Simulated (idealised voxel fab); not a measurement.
Presented below is a process module, voxel ribs on slabs.
Section cut is 165 nm wide and gridded with 5 nm square cells.
Cross-section layout: square cells on a grid; listed as bands, top to bottom; a band spans one or more cell rows. Basically the band line says how high the top is and how high the bottom is, in nm, and then what's in it from left to right, every material with its width in nm. Empty space shows up as "air", and if a single material carries "all across" it runs the full band edge to edge. Height datum 0, below which the as-received substrate wafer is one material. Lowest band open at the bottom, running downward: "0 nm and below". Note: "30..40" means the width goes from the first number (top row of the band) to the second number (bottom row) in equal steps per row of cells. When a step is marked "nothing got changed", none of the cells in the cross-section changed during that step. "Completely enclosed voids": empty spaces of 8 cells or more with no open way to the top, each given as width x height at distance, distance from the left edge, all in nm. Anything after a step's settings on that line? It's the simulator's own note about the step. A step's line can hold "overlay nm"; with a mask on that step, the setting says how far right of the planned place the mask lay, while a negative setting says it lay to the left.

Set out below are the planned steps of the process
| 1 | RECEIVE,material Si |
| 2 | DIRECTIONAL_DEP,material SiO2,thk nm 20 |
| 3 | DIRECTIONAL_DEP,material SiN,thk nm 15 |
| 4 | PATTERN,tone cover,mask id RIB,material resist,width nm 15,thk nm 20,overlay nm 0 |
| 5 | DIRECTIONAL_ETCH,etch materials SiN,depth nm 5 |
| 6 | STRIP,etch materials resist |
| 7 | MASKED_ETCH,tone cover,mask id SLAB,width nm 55,etch materials SiN,depth nm 10,overlay nm 0 |
| 8 | FILL_DEP,material SiO2,thk nm 25 |
| 9 | CMP,height nm 55 |
| 10 | DIRECTIONAL_DEP,material TiN,thk nm 10 |
| 11 | DIRECTIONAL_DEP,material aC,thk nm 10 |
| 12 | PATTERN,tone cover,mask id HEATER,material resist,width nm 25,thk nm 30,overlay nm 0 |
| 13 | DIRECTIONAL_ETCH,etch materials aC,depth nm 10 |
| 14 | STRIP,etch materials resist |
| 15 | DIRECTIONAL_ETCH,etch materials TiN,depth nm 10 |
| 16 | STRIP,etch materials aC |
| 17 | CONFORMAL_DEP,material SiO2,thk nm 10 |

Run as planned: first of two wafers

The cross-section here shows the wafer as received, i.e. in its state after step 1
* 0 nm and below | Si all across
* Completely enclosed voids: none

Wafer xsec, post step 2
* 20 nm to 0 nm | SiO2 all across
* Anything lower than 0 is untouched.

Wafer xsec, post step 3
* 35 nm to 20 nm | SiN all across
* Anything lower than 20 is untouched.

Wafer xsec, post step 4
* 55 nm to 35 nm | air: 75, resist: 15, air: 75
* Anything lower than 35 is untouched.

Wafer xsec, post step 5
* 55 nm to 35 nm | air: 75, resist: 15, air: 75
* 35 nm to 30 nm | air: 75, SiN: 15, air: 75
* Anything lower than 30 is untouched.

Wafer xsec, post step 6
* 35 nm to 30 nm | air: 75, SiN: 15, air: 75
* Anything lower than 30 is untouched.

Wafer xsec, post step 7
* 35 nm to 30 nm | air: 75, SiN: 15, air: 75
* 30 nm to 20 nm | air: 55, SiN: 55, air: 55
* Anything lower than 20 is untouched.

Wafer xsec, post step 8
* 60 nm to 35 nm | SiO2 all across
* 35 nm to 30 nm | SiO2: 75, SiN: 15, SiO2: 75
* 30 nm to 20 nm | SiO2: 55, SiN: 55, SiO2: 55
* Anything lower than 20 is untouched.

Wafer xsec, post step 9
* 55 nm to 35 nm | SiO2 all across
* Anything lower than 35 is untouched.

Wafer xsec, post step 10
* 65 nm to 55 nm | TiN all across
* Anything lower than 55 is untouched.

Wafer xsec, post step 11
* 75 nm to 65 nm | aC all across
* Anything lower than 65 is untouched.

Wafer xsec, post step 12
* 105 nm to 75 nm | air: 70, resist: 25, air: 70
* Anything lower than 75 is untouched.

Wafer xsec, post step 13
* 95 nm to 75 nm | air: 70, resist: 25, air: 70
* 75 nm to 65 nm | air: 70, aC: 25, air: 70
* Anything lower than 65 is untouched.

Wafer xsec, post step 14
* 75 nm to 65 nm | air: 70, aC: 25, air: 70
* Anything lower than 65 is untouched.

Wafer xsec, post step 15
* 75 nm to 65 nm | air: 70, aC: 25, air: 70
* 65 nm to 55 nm | air: 70, TiN: 25, air: 70
* Anything lower than 55 is untouched.

Wafer xsec, post step 16
* 65 nm to 55 nm | air: 70, TiN: 25, air: 70
* Anything lower than 55 is untouched.

Wafer xsec, post step 17
* 75 nm to 65 nm | air: 60, SiO2: 45, air: 60
* 65 nm to 55 nm | SiO2: 70, TiN: 25, SiO2: 70
* Anything lower than 55 is untouched.

Second wafer - shared start and plan with the first - one error in running - same as the first up to step 3 inclusive

Cross-section of the second wafer at the time by which step 4 should have been completed according to the plan
* 55 nm to 35 nm | resist: 75, air: 15, resist: 75
* Anything lower than 35 is untouched.

Cross-section of the second wafer at the time by which step 5 should have been completed according to the plan
* 55 nm to 35 nm | resist: 75, air: 15, resist: 75
* 35 nm to 30 nm | SiN: 75, air: 15, SiN: 75
* Anything lower than 30 is untouched.

Cross-section of the second wafer at the time by which step 6 should have been completed according to the plan
* 35 nm to 30 nm | SiN: 75, air: 15, SiN: 75
* Anything lower than 30 is untouched.

Cross-section of the second wafer at the time by which step 7 should have been completed according to the plan
* 35 nm to 30 nm | air: 55, SiN: 20, air: 15, SiN: 20, air: 55
* 30 nm to 25 nm | air: 55, SiN: 55, air: 55
* Anything lower than 25 is untouched.

Cross-section of the second wafer at the time by which step 8 should have been completed according to the plan
* 60 nm to 35 nm | SiO2 all across
* 35 nm to 30 nm | SiO2: 55, SiN: 20, SiO2: 15, SiN: 20, SiO2: 55
* 30 nm to 25 nm | SiO2: 55, SiN: 55, SiO2: 55
* Anything lower than 25 is untouched.

Cross-section of the second wafer at the time by which step 9 should have been completed according to the plan
* 55 nm to 35 nm | SiO2 all across
* Anything lower than 35 is untouched.

Cross-section of the second wafer at the time by which step 10 should have been completed according to the plan
* 65 nm to 55 nm | TiN all across
* Anything lower than 55 is untouched.

Cross-section of the second wafer at the time by which step 11 should have been completed according to the plan
* 75 nm to 65 nm | aC all across
* Anything lower than 65 is untouched.

Cross-section of the second wafer at the time by which step 12 should have been completed according to the plan
* 105 nm to 75 nm | air: 70, resist: 25, air: 70
* Anything lower than 75 is untouched.

Cross-section of the second wafer at the time by which step 13 should have been completed according to the plan
* 95 nm to 75 nm | air: 70, resist: 25, air: 70
* 75 nm to 65 nm | air: 70, aC: 25, air: 70
* Anything lower than 65 is untouched.

Cross-section of the second wafer at the time by which step 14 should have been completed according to the plan
* 75 nm to 65 nm | air: 70, aC: 25, air: 70
* Anything lower than 65 is untouched.

Cross-section of the second wafer at the time by which step 15 should have been completed according to the plan
* 75 nm to 65 nm | air: 70, aC: 25, air: 70
* 65 nm to 55 nm | air: 70, TiN: 25, air: 70
* Anything lower than 55 is untouched.

Cross-section of the second wafer at the time by which step 16 should have been completed according to the plan
* 65 nm to 55 nm | air: 70, TiN: 25, air: 70
* Anything lower than 55 is untouched.

Cross-section of the second wafer at the time by which step 17 should have been completed according to the plan
* 75 nm to 65 nm | air: 60, SiO2: 45, air: 60
* 65 nm to 55 nm | SiO2: 70, TiN: 25, SiO2: 70
* Anything lower than 55 is untouched.
What was the processing mistake? step 4 was processed under conditions differing from the plan, specifically as PATTERN,tone open,mask id RIB,material resist,width nm 15,thk nm 20,overlay nm 0
FYI, end of process, the second wafer has more or fewer cells of some materials than the first: SiN +27, SiO2 -27
